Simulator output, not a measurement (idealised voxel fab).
Process module name: voxel fin reveal
It is cross-section cut that appears here, measuring 195 nm in width, its square cells being 5 nm in size.
A cross-section is written here as square cells arranged in a grid, and it is given in bands from the top down, each band taking up one or more rows of cells.
What a band's entry tells you: where the top is and where the bottom is, as heights in nm, and after that what lies inside, material by material from left to right, each with its width in nm. Empty space is written as the word "air", and a single material marked with the word "everywhere" occupies the band from edge to edge.
Zero point of the height axis is 0; under it, received wafer = one material. Lowest band: continues down indefinitely, "from 0 down".
The notation "30->40" denotes a width that varies across the rows of cells in the band, beginning at the first number in the top row, finishing at the second number in the bottom row, and changing by an identical amount from each row to the next.
The cross-section has no changed cell in any step marked "no alterations made".
What "Enclosed void listing" gives you is every empty space of 8 cells or more that is cut off from the top. Each appears as width x height at distance, with the distance taken from the left edge and width, height and distance all in nm.
On a step's line, text after the settings is the simulator commenting on that step.
When a step includes a mask, the "overlay nm" setting on its line states how far to the right of its planned place that mask lay, and negative values state how far to the left.

Plan
step 1: RECEIVE, material Si
step 2: CONFORMAL_DEP, material SiN, thk nm 5
step 3: PATTERN, tone cover, mask id FINS, material resist, width nm 15, pitch nm 35, thk nm 20, overlay nm -15
step 4: DIRECTIONAL_ETCH, etch materials SiN, depth nm 5
step 5: DIRECTIONAL_ETCH, etch materials Si, depth nm 40
step 6: STRIP, etch materials resist
step 7: FILL_DEP, material SiO2, thk nm 10
step 8: CMP, height nm 5
step 9: SELECTIVE_ETCH, etch materials SiO2, depth nm 30
step 10: STRIP, etch materials SiN
step 11: CONFORMAL_DEP, material SiO2, thk nm 5
For this document, wafers share an identical start and vary in the step 3 overlay nm; the plan quotes the first wafer's value.

Cross-section of the first of several wafers on receipt, reflecting completion of step 1
> from 0 down  Si everywhere
> Enclosed void listing: none

First wafer at the end, after step 11
> from 5 to 0  air (50); SiO2 (25); air (10); SiO2 (25); air (85)
> from 0 to -20  air (50); SiO2 (5); Si (15); SiO2 (5); air (10); SiO2 (5); Si (15); SiO2 (5); air (85)
> from -20 to -40  SiO2 (55); Si (15); SiO2 (20); Si (15); SiO2 (90)
> from -40 down  Si everywhere
> Enclosed void listing: none

Cross-sectional view, end of module, last wafer of several
> from 5 to 0  air (80); SiO2 (25); air (10); SiO2 (25); air (55)
> from 0 to -20  air (80); SiO2 (5); Si (15); SiO2 (5); air (10); SiO2 (5); Si (15); SiO2 (5); air (55)
> from -20 to -40  SiO2 (85); Si (15); SiO2 (20); Si (15); SiO2 (60)
> from -40 down  Si everywhere
> Enclosed void listing: none

What follows is a table in which each wafer occupies a row; for the wafer as it stands at the close of the module, the row states, material by material, how many cells have been gained (+) or lost (-) since receipt, and then gives its closed voids
overlay nm -15, -264 Si, +158 SiO2, Enclosed void listing: none
overlay nm -10, -264 Si, +158 SiO2, Enclosed void listing: none
overlay nm -5, -264 Si, +158 SiO2, Enclosed void listing: none
overlay nm 0, -264 Si, +158 SiO2, Enclosed void listing: none
overlay nm 5, -264 Si, +158 SiO2, Enclosed void listing: none
overlay nm 10, -264 Si, +158 SiO2, Enclosed void listing: none
overlay nm 15, -264 Si, +158 SiO2, Enclosed void listing: none
